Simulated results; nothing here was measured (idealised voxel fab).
The following process module bears the name voxel released beams.
Cross-section cut: width 290 nm, square cells of 5 nm.
Heads up, the way a cross-section reads in here is a grid of square cells, handed over as bands from the top down, with every band being one or more rows of cells.
Band: top height; bottom height; in nm. Then, left to right: material with width in nm, for each material. "throughout": a single material spanning edge to edge. "blank": empty space.
Beneath 0, the wafer as received is one material, and that level is where height counting begins. The lowest band goes on downward without a bottom; it is written like "top 0, no bottom".
Top row gets the first number, bottom row gets the second, and each row in between changes by the same step: that is how a band width like "30..40" works.
Key: "same as before" - step with no changed cell in the cross-section.
"Fully sealed cavities": sealed empty spaces, 8 cells or more, no open way to top, listed width x height at distance, with distance from the left edge and width, height and distance in nm.
Past the settings on a step's line: simulator remark, on that step.
overlay nm: mask offset rightward from planned place, masked step; negative means leftward offset.
PLANNED STEP LIST FOR THE PROCESS
step 1: RECEIVE [material Si]
step 2: CONFORMAL_DEP [material SiN] [thk nm 10]
step 3: DIRECTIONAL_DEP [material SiO2] [thk nm 10]
step 4: PATTERN [tone open] [mask id ANCHOR] [material resist] [width nm 25] [thk nm 15] [overlay nm 0]
step 5: DIRECTIONAL_ETCH [etch materials SiO2] [depth nm 10]
step 6: STRIP [etch materials resist]
step 7: CONFORMAL_DEP [material W] [thk nm 10]
step 8: PATTERN [tone cover] [mask id BEAM] [material resist] [width nm 75] [thk nm 15] [overlay nm -15]
step 9: DIRECTIONAL_ETCH [etch materials W] [depth nm 10]
step 10: STRIP [etch materials resist]
step 11: STRIP [etch materials SiO2]
Split variable: overlay nm, step 8. Plan value = first wafer. Wafers start alike.
AS-RECEIVED STATE AFTER STEP 1, FIRST OF SEVERAL WAFERS, CROSS-SECTION
top 0, no bottom  Si throughout
Fully sealed cavities: none
CROSS-SECTIONAL REPRESENTATION OF THE FIRST OF SEVERAL WAFERS AT THE END OF THE MODULE, I.E. AFTER ITS TERMINAL STEP, STEP 11
top 30, bottom 20  blank 90, then W 30, then blank 5, then W 40, then blank 125
top 20, bottom 10  blank 110, then W 25, then blank 155
top 10, bottom 0  SiN throughout
top 0, no bottom  Si throughout
Fully sealed cavities: none
SECTIONAL VIEW OF THE LAST WAFER UPON COMPLETION OF THE MODULE
top 30, bottom 20  blank 125, then W 70, then blank 95
top 20, bottom 10  blank 110, then W 25, then blank 155
top 10, bottom 0  SiN throughout
top 0, no bottom  Si throughout
Fully sealed cavities: none
THE ROWS OF THE TABLE BELOW ARE WAFERS. LOOKING AT THE END OF THE MODULE, A ROW COUNTS, FOR EVERY MATERIAL, THE CELLS THE WAFER HAS GAINED, SHOWN AS (+), OR LOST, SHOWN AS (-), SINCE IT WAS RECEIVED; ITS CLOSED VOIDS COME NEXT
overlay nm -15 | +116 SiN | +38 W | Fully sealed cavities: none
overlay nm -10 | +116 SiN | +38 W | Fully sealed cavities: none
overlay nm -5 | +116 SiN | +38 W | Fully sealed cavities: none
overlay nm 0 | +116 SiN | +38 W | Fully sealed cavities: none
overlay nm 5 | +116 SiN | +38 W | Fully sealed cavities: none
overlay nm 10 | +116 SiN | +38 W | Fully sealed cavities: none
overlay nm 15 | +116 SiN | +38 W | Fully sealed cavities: none
